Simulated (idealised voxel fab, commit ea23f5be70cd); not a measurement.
Process module under the name voxel capacitor over wiring
Pictured: cross-section cut, 160 nm wide, on a grid of 5 nm square cells.
A cross-section is written here as square cells arranged in a grid, and it is given in bands from the top down, each band taking up one or more rows of cells. It is stipulated that each band's entry specify, in nanometres, the height of the top of the band and then that of its bottom, followed by the materials of the band in left-to-right sequence, each together with its width in nanometres. A single material marked by the word "full width" is understood to fill the band from edge to edge; the word "blank" is understood to denote empty space. Where do heights start? At 0: under that level the wafer as delivered is made of one material only. And the lowest band has no floor; it just carries on downward, as in "top 0, no bottom". Width: "30->40" (first number = top row, second number = bottom row, same change from row to row of cells). When a step is marked "remains unaltered", none of the cells in the cross-section changed during that step. Closed void inventory: empty space of 8 cells or more with no open way to the top, each as width x height at its distance from the left edge, in nm. If you see something after the settings on a step's line, that's the simulator's own remark about that step. You can add "overlay nm" to a step's line. For a step with a mask, it describes how far the mask lay to the right of its planned position, and a negative number describes a lay to the left.
# Process steps (planned)
1,op RECEIVE | material Si
2,op CONFORMAL_DEP | material SiO2 | thk nm 15
3,op DIRECTIONAL_DEP | material TiN | thk nm 5
4,op DIRECTIONAL_DEP | material W | thk nm 20
5,op DIRECTIONAL_DEP | material aC | thk nm 15
6,op PATTERN | tone cover | mask id METAL_1 | material resist | width nm 30 | pitch nm 95 | thk nm 30 | overlay nm 0
7,op DIRECTIONAL_ETCH | etch materials aC | depth nm 15
8,op STRIP | etch materials resist
9,op DIRECTIONAL_ETCH | etch materials W | depth nm 20
10,op DIRECTIONAL_ETCH | etch materials TiN | depth nm 5
11,op STRIP | etch materials aC
12,op FILL_DEP | material lowk | thk nm 10
13,op CMP | height nm 40
14,op CONFORMAL_DEP | material SiCN | thk nm 5
15,op DIRECTIONAL_DEP | material SiO2 | thk nm 20
16,op PATTERN | tone open | mask id PLUG_1 | material resist | width nm 15 | thk nm 15 | overlay nm 0
17,op DIRECTIONAL_ETCH | etch materials SiO2 | depth nm 20
18,op DIRECTIONAL_ETCH | etch materials SiCN | depth nm 5
19,op STRIP | etch materials resist
20,op CONFORMAL_DEP | material TiN | thk nm 5
21,op FILL_DEP | material Cu | thk nm 10
22,op CMP | height nm 65
23,op DIRECTIONAL_DEP | material TiN | thk nm 10
24,op DIRECTIONAL_DEP | material SiN | thk nm 5
25,op DIRECTIONAL_DEP | material TiN | thk nm 5
26,op PATTERN | tone cover | mask id UPPER_PLATE | material resist | width nm 70 | thk nm 15 | overlay nm 0
27,op DIRECTIONAL_ETCH | etch materials TiN | depth nm 5
28,op DIRECTIONAL_ETCH | etch materials SiN | depth nm 5
29,op STRIP | etch materials resist
30,op PATTERN | tone cover | mask id LOWER_PLATE | material resist | width nm 80 | thk nm 15 | overlay nm 0
31,op DIRECTIONAL_ETCH | etch materials TiN | depth nm 10
32,op STRIP | etch materials resist
33,op FILL_DEP | material SiO2 | thk nm 20
34,op CMP | height nm 100
35,op MASKED_ETCH | tone open | mask id PLUG_2 | width nm 15 | etch materials SiO2 | depth nm 15 | overlay nm 0
36,op CONFORMAL_DEP | material TiN | thk nm 5
37,op FILL_DEP | material Ru | thk nm 10
38,op CMP | height nm 100
39,op CONFORMAL_DEP | material SiCN | thk nm 5
# Wafer, first of two, run as planned
# Cross-section of the wafer upon arrival, representing the state reached after step 1
- top 0, no bottom | Si full width
- Closed void inventory: none
# You're looking at a cross-section of the wafer after step 2
- top 15, bottom 0 | SiO2 full width
- Unchanged below 0.
# You're looking at a cross-section of the wafer after step 3
- top 20, bottom 15 | TiN full width
- Unchanged below 15.
# You're looking at a cross-section of the wafer after step 4
- top 40, bottom 20 | W full width
- Unchanged below 20.
# You're looking at a cross-section of the wafer after step 5
- top 55, bottom 40 | aC full width
- Unchanged below 40.
# You're looking at a cross-section of the wafer after step 6
- top 85, bottom 55 | blank=15, then resist=30, then blank=65, then resist=30, then blank=20
- Unchanged below 55.
# You're looking at a cross-section of the wafer after step 7
- top 70, bottom 55 | blank=15, then resist=30, then blank=65, then resist=30, then blank=20
- top 55, bottom 40 | blank=15, then aC=30, then blank=65, then aC=30, then blank=20
- Unchanged below 40.
# You're looking at a cross-section of the wafer after step 8
- top 55, bottom 40 | blank=15, then aC=30, then blank=65, then aC=30, then blank=20
- Unchanged below 40.
# You're looking at a cross-section of the wafer after step 9
- top 55, bottom 40 | blank=15, then aC=30, then blank=65, then aC=30, then blank=20
- top 40, bottom 20 | blank=15, then W=30, then blank=65, then W=30, then blank=20
- Unchanged below 20.
# You're looking at a cross-section of the wafer after step 10
- top 55, bottom 40 | blank=15, then aC=30, then blank=65, then aC=30, then blank=20
- top 40, bottom 20 | blank=15, then W=30, then blank=65, then W=30, then blank=20
- top 20, bottom 15 | blank=15, then TiN=30, then blank=65, then TiN=30, then blank=20
- Unchanged below 15.
# You're looking at a cross-section of the wafer after step 11
- top 40, bottom 20 | blank=15, then W=30, then blank=65, then W=30, then blank=20
- Unchanged below 20.
# You're looking at a cross-section of the wafer after step 12
- top 50, bottom 40 | lowk full width
- top 40, bottom 20 | lowk=15, then W=30, then lowk=65, then W=30, then lowk=20
- top 20, bottom 15 | lowk=15, then TiN=30, then lowk=65, then TiN=30, then lowk=20
- Unchanged below 15.
# You're looking at a cross-section of the wafer after step 13
- top 40, bottom 20 | lowk=15, then W=30, then lowk=65, then W=30, then lowk=20
- Unchanged below 20.
# You're looking at a cross-section of the wafer after step 14
- top 45, bottom 40 | SiCN full width
- Unchanged below 40.
# You're looking at a cross-section of the wafer after step 15
- top 65, bottom 45 | SiO2 full width
- Unchanged below 45.
# You're looking at a cross-section of the wafer after step 16
- top 80, bottom 65 | resist=30, then blank=15, then resist=115
- Unchanged below 65.
# You're looking at a cross-section of the wafer after step 17
- top 80, bottom 65 | resist=30, then blank=15, then resist=115
- top 65, bottom 45 | SiO2=30, then blank=15, then SiO2=115
- Unchanged below 45.
# You're looking at a cross-section of the wafer after step 18
- top 80, bottom 65 | resist=30, then blank=15, then resist=115
- top 65, bottom 45 | SiO2=30, then blank=15, then SiO2=115
- top 45, bottom 40 | SiCN=30, then blank=15, then SiCN=115
- Unchanged below 40.
# You're looking at a cross-section of the wafer after step 19
- top 65, bottom 45 | SiO2=30, then blank=15, then SiO2=115
- Unchanged below 45.
# You're looking at a cross-section of the wafer after step 20
- top 70, bottom 65 | TiN=35, then blank=5, then TiN=120
- top 65, bottom 45 | SiO2=30, then TiN=5, then blank=5, then TiN=5, then SiO2=115
- top 45, bottom 40 | SiCN=30, then TiN=15, then SiCN=115
- Unchanged below 40.
# You're looking at a cross-section of the wafer after step 21
- top 80, bottom 70 | Cu full width
- top 70, bottom 65 | TiN=35, then Cu=5, then TiN=120
- top 65, bottom 45 | SiO2=30, then TiN=5, then Cu=5, then TiN=5, then SiO2=115
- Unchanged below 45.
# You're looking at a cross-section of the wafer after step 22
- top 65, bottom 45 | SiO2=30, then TiN=5, then Cu=5, then TiN=5, then SiO2=115
- Unchanged below 45.
# You're looking at a cross-section of the wafer after step 23
- top 75, bottom 65 | TiN full width
- Unchanged below 65.
# You're looking at a cross-section of the wafer after step 24
- top 80, bottom 75 | SiN full width
- Unchanged below 75.
# You're looking at a cross-section of the wafer after step 25
- top 85, bottom 80 | TiN full width
- Unchanged below 80.
# You're looking at a cross-section of the wafer after step 26
- top 100, bottom 85 | blank=30, then resist=70, then blank=60
- Unchanged below 85.
# You're looking at a cross-section of the wafer after step 27
- top 100, bottom 85 | blank=30, then resist=70, then blank=60
- top 85, bottom 80 | blank=30, then TiN=70, then blank=60
- Unchanged below 80.
# You're looking at a cross-section of the wafer after step 28
- top 100, bottom 85 | blank=30, then resist=70, then blank=60
- top 85, bottom 80 | blank=30, then TiN=70, then blank=60
- top 80, bottom 75 | blank=30, then SiN=70, then blank=60
- Unchanged below 75.
# You're looking at a cross-section of the wafer after step 29
- top 85, bottom 80 | blank=30, then TiN=70, then blank=60
- Unchanged below 80.
# You're looking at a cross-section of the wafer after step 30
- top 100, bottom 85 | blank=25, then resist=80, then blank=55
- top 85, bottom 80 | blank=25, then resist=5, then TiN=70, then resist=5, then blank=55
- top 80, bottom 75 | blank=25, then resist=5, then SiN=70, then resist=5, then blank=55
- Unchanged below 75.
# You're looking at a cross-section of the wafer after step 31
- top 100, bottom 85 | blank=25, then resist=80, then blank=55
- top 85, bottom 80 | blank=25, then resist=5, then TiN=70, then resist=5, then blank=55
- top 80, bottom 75 | blank=25, then resist=5, then SiN=70, then resist=5, then blank=55
- top 75, bottom 65 | blank=25, then TiN=80, then blank=55
- Unchanged below 65.
# You're looking at a cross-section of the wafer after step 32
- top 85, bottom 80 | blank=30, then TiN=70, then blank=60
- top 80, bottom 75 | blank=30, then SiN=70, then blank=60
- Unchanged below 75.
# You're looking at a cross-section of the wafer after step 33
- top 105, bottom 85 | SiO2 full width
- top 85, bottom 80 | SiO2=30, then TiN=70, then SiO2=60
- top 80, bottom 75 | SiO2=30, then SiN=70, then SiO2=60
- top 75, bottom 65 | SiO2=25, then TiN=80, then SiO2=55
- Unchanged below 65.
# You're looking at a cross-section of the wafer after step 34
- top 100, bottom 85 | SiO2 full width
- Unchanged below 85.
# You're looking at a cross-section of the wafer after step 35
- top 100, bottom 85 | SiO2=40, then blank=15, then SiO2=105
- Unchanged below 85.
# You're looking at a cross-section of the wafer after step 36
- top 105, bottom 100 | TiN=45, then blank=5, then TiN=110
- top 100, bottom 90 | SiO2=40, then TiN=5, then blank=5, then TiN=5, then SiO2=105
- top 90, bottom 80 | SiO2=40->30, then TiN=15->70, then SiO2=105->60
- Unchanged below 80.
# You're looking at a cross-section of the wafer after step 37
- top 115, bottom 105 | Ru full width
- top 105, bottom 100 | TiN=45, then Ru=5, then TiN=110
- top 100, bottom 90 | SiO2=40, then TiN=5, then Ru=5, then TiN=5, then SiO2=105
- Unchanged below 90.
# You're looking at a cross-section of the wafer after step 38
- top 100, bottom 90 | SiO2=40, then TiN=5, then Ru=5, then TiN=5, then SiO2=105
- Unchanged below 90.
# You're looking at a cross-section of the wafer after step 39
- top 105, bottom 100 | SiCN full width
- Unchanged below 100.
# The Second Wafer: Common Origin and Plan, One Mistake in Execution, Identical to the First Through Step 1
# Cross-section, second wafer, at the end time the plan gives for step 2
- top 30, bottom 0 | SiO2 full width
- Unchanged below 0.
# Cross-section, second wafer, at the end time the plan gives for step 3
- top 35, bottom 30 | TiN full width
- Unchanged below 30.
# Cross-section, second wafer, at the end time the plan gives for step 4
- top 55, bottom 35 | W full width
- Unchanged below 35.
# Cross-section, second wafer, at the end time the plan gives for step 5
- top 70, bottom 55 | aC full width
- Unchanged below 55.
# Cross-section, second wafer, at the end time the plan gives for step 6
- top 100, bottom 70 | blank=15, then resist=30, then blank=65, then resist=30, then blank=20
- Unchanged below 70.
# Cross-section, second wafer, at the end time the plan gives for step 7
- top 85, bottom 70 | blank=15, then resist=30, then blank=65, then resist=30, then blank=20
- top 70, bottom 55 | blank=15, then aC=30, then blank=65, then aC=30, then blank=20
- Unchanged below 55.
# Cross-section, second wafer, at the end time the plan gives for step 8
- top 70, bottom 55 | blank=15, then aC=30, then blank=65, then aC=30, then blank=20
- Unchanged below 55.
# Cross-section, second wafer, at the end time the plan gives for step 9
- top 70, bottom 55 | blank=15, then aC=30, then blank=65, then aC=30, then blank=20
- top 55, bottom 35 | blank=15, then W=30, then blank=65, then W=30, then blank=20
- Unchanged below 35.
# Cross-section, second wafer, at the end time the plan gives for step 10
- top 70, bottom 55 | blank=15, then aC=30, then blank=65, then aC=30, then blank=20
- top 55, bottom 35 | blank=15, then W=30, then blank=65, then W=30, then blank=20
- top 35, bottom 30 | blank=15, then TiN=30, then blank=65, then TiN=30, then blank=20
- Unchanged below 30.
# Cross-section, second wafer, at the end time the plan gives for step 11
- top 55, bottom 35 | blank=15, then W=30, then blank=65, then W=30, then blank=20
- Unchanged below 35.
# Cross-section, second wafer, at the end time the plan gives for step 12
- top 65, bottom 55 | lowk full width
- top 55, bottom 35 | lowk=15, then W=30, then lowk=65, then W=30, then lowk=20
- top 35, bottom 30 | lowk=15, then TiN=30, then lowk=65, then TiN=30, then lowk=20
- Unchanged below 30.
# Cross-section, second wafer, at the end time the plan gives for step 13
- top 40, bottom 35 | lowk=15, then W=30, then lowk=65, then W=30, then lowk=20
- Unchanged below 35.
# Cross-section, second wafer, at the end time the plan gives for step 14
- top 45, bottom 40 | SiCN full width
- Unchanged below 40.
# Cross-section, second wafer, at the end time the plan gives for step 15
- top 65, bottom 45 | SiO2 full width
- Unchanged below 45.
# Cross-section, second wafer, at the end time the plan gives for step 16
- top 80, bottom 65 | resist=30, then blank=15, then resist=115
- Unchanged below 65.
# Cross-section, second wafer, at the end time the plan gives for step 17
- top 80, bottom 65 | resist=30, then blank=15, then resist=115
- top 65, bottom 45 | SiO2=30, then blank=15, then SiO2=115
- Unchanged below 45.
# Cross-section, second wafer, at the end time the plan gives for step 18
- top 80, bottom 65 | resist=30, then blank=15, then resist=115
- top 65, bottom 45 | SiO2=30, then blank=15, then SiO2=115
- top 45, bottom 40 | SiCN=30, then blank=15, then SiCN=115
- Unchanged below 40.
# Cross-section, second wafer, at the end time the plan gives for step 19
- top 65, bottom 45 | SiO2=30, then blank=15, then SiO2=115
- Unchanged below 45.
# Cross-section, second wafer, at the end time the plan gives for step 20
- top 70, bottom 65 | TiN=35, then blank=5, then TiN=120
- top 65, bottom 45 | SiO2=30, then TiN=5, then blank=5, then TiN=5, then SiO2=115
- top 45, bottom 40 | SiCN=30, then TiN=15, then SiCN=115
- Unchanged below 40.
# Cross-section, second wafer, at the end time the plan gives for step 21
- top 80, bottom 70 | Cu full width
- top 70, bottom 65 | TiN=35, then Cu=5, then TiN=120
- top 65, bottom 45 | SiO2=30, then TiN=5, then Cu=5, then TiN=5, then SiO2=115
- Unchanged below 45.
# Cross-section, second wafer, at the end time the plan gives for step 22
- top 65, bottom 45 | SiO2=30, then TiN=5, then Cu=5, then TiN=5, then SiO2=115
- Unchanged below 45.
# Cross-section, second wafer, at the end time the plan gives for step 23
- top 75, bottom 65 | TiN full width
- Unchanged below 65.
# Cross-section, second wafer, at the end time the plan gives for step 24
- top 80, bottom 75 | SiN full width
- Unchanged below 75.
# Cross-section, second wafer, at the end time the plan gives for step 25
- top 85, bottom 80 | TiN full width
- Unchanged below 80.
# Cross-section, second wafer, at the end time the plan gives for step 26
- top 100, bottom 85 | blank=30, then resist=70, then blank=60
- Unchanged below 85.
# Cross-section, second wafer, at the end time the plan gives for step 27
- top 100, bottom 85 | blank=30, then resist=70, then blank=60
- top 85, bottom 80 | blank=30, then TiN=70, then blank=60
- Unchanged below 80.
# Cross-section, second wafer, at the end time the plan gives for step 28
- top 100, bottom 85 | blank=30, then resist=70, then blank=60
- top 85, bottom 80 | blank=30, then TiN=70, then blank=60
- top 80, bottom 75 | blank=30, then SiN=70, then blank=60
- Unchanged below 75.
# Cross-section, second wafer, at the end time the plan gives for step 29
- top 85, bottom 80 | blank=30, then TiN=70, then blank=60
- Unchanged below 80.
# Cross-section, second wafer, at the end time the plan gives for step 30
- top 100, bottom 85 | blank=25, then resist=80, then blank=55
- top 85, bottom 80 | blank=25, then resist=5, then TiN=70, then resist=5, then blank=55
- top 80, bottom 75 | blank=25, then resist=5, then SiN=70, then resist=5, then blank=55
- Unchanged below 75.
# Cross-section, second wafer, at the end time the plan gives for step 31
- top 100, bottom 85 | blank=25, then resist=80, then blank=55
- top 85, bottom 80 | blank=25, then resist=5, then TiN=70, then resist=5, then blank=55
- top 80, bottom 75 | blank=25, then resist=5, then SiN=70, then resist=5, then blank=55
- top 75, bottom 65 | blank=25, then TiN=80, then blank=55
- Unchanged below 65.
# Cross-section, second wafer, at the end time the plan gives for step 32
- top 85, bottom 80 | blank=30, then TiN=70, then blank=60
- top 80, bottom 75 | blank=30, then SiN=70, then blank=60
- Unchanged below 75.
# Cross-section, second wafer, at the end time the plan gives for step 33
- top 105, bottom 85 | SiO2 full width
- top 85, bottom 80 | SiO2=30, then TiN=70, then SiO2=60
- top 80, bottom 75 | SiO2=30, then SiN=70, then SiO2=60
- top 75, bottom 65 | SiO2=25, then TiN=80, then SiO2=55
- Unchanged below 65.
# Cross-section, second wafer, at the end time the plan gives for step 34
- top 100, bottom 85 | SiO2 full width
- Unchanged below 85.
# Cross-section, second wafer, at the end time the plan gives for step 35
- top 100, bottom 85 | SiO2=40, then blank=15, then SiO2=105
- Unchanged below 85.
# Cross-section, second wafer, at the end time the plan gives for step 36
- top 105, bottom 100 | TiN=45, then blank=5, then TiN=110
- top 100, bottom 90 | SiO2=40, then TiN=5, then blank=5, then TiN=5, then SiO2=105
- top 90, bottom 80 | SiO2=40->30, then TiN=15->70, then SiO2=105->60
- Unchanged below 80.
# Cross-section, second wafer, at the end time the plan gives for step 37
- top 115, bottom 105 | Ru full width
- top 105, bottom 100 | TiN=45, then Ru=5, then TiN=110
- top 100, bottom 90 | SiO2=40, then TiN=5, then Ru=5, then TiN=5, then SiO2=105
- Unchanged below 90.
# Cross-section, second wafer, at the end time the plan gives for step 38
- top 100, bottom 90 | SiO2=40, then TiN=5, then Ru=5, then TiN=5, then SiO2=105
- Unchanged below 90.
# Cross-section, second wafer, at the end time the plan gives for step 39
- top 105, bottom 100 | SiCN full width
- Unchanged below 100.
It is concluded that the wafer was processed incorrectly with respect to the plan, in that twice over, step 2 of the plan was run
End check, counted in cells, second wafer has more or fewer of these materials than the first: +96 SiO2, -36 W, -60 lowk
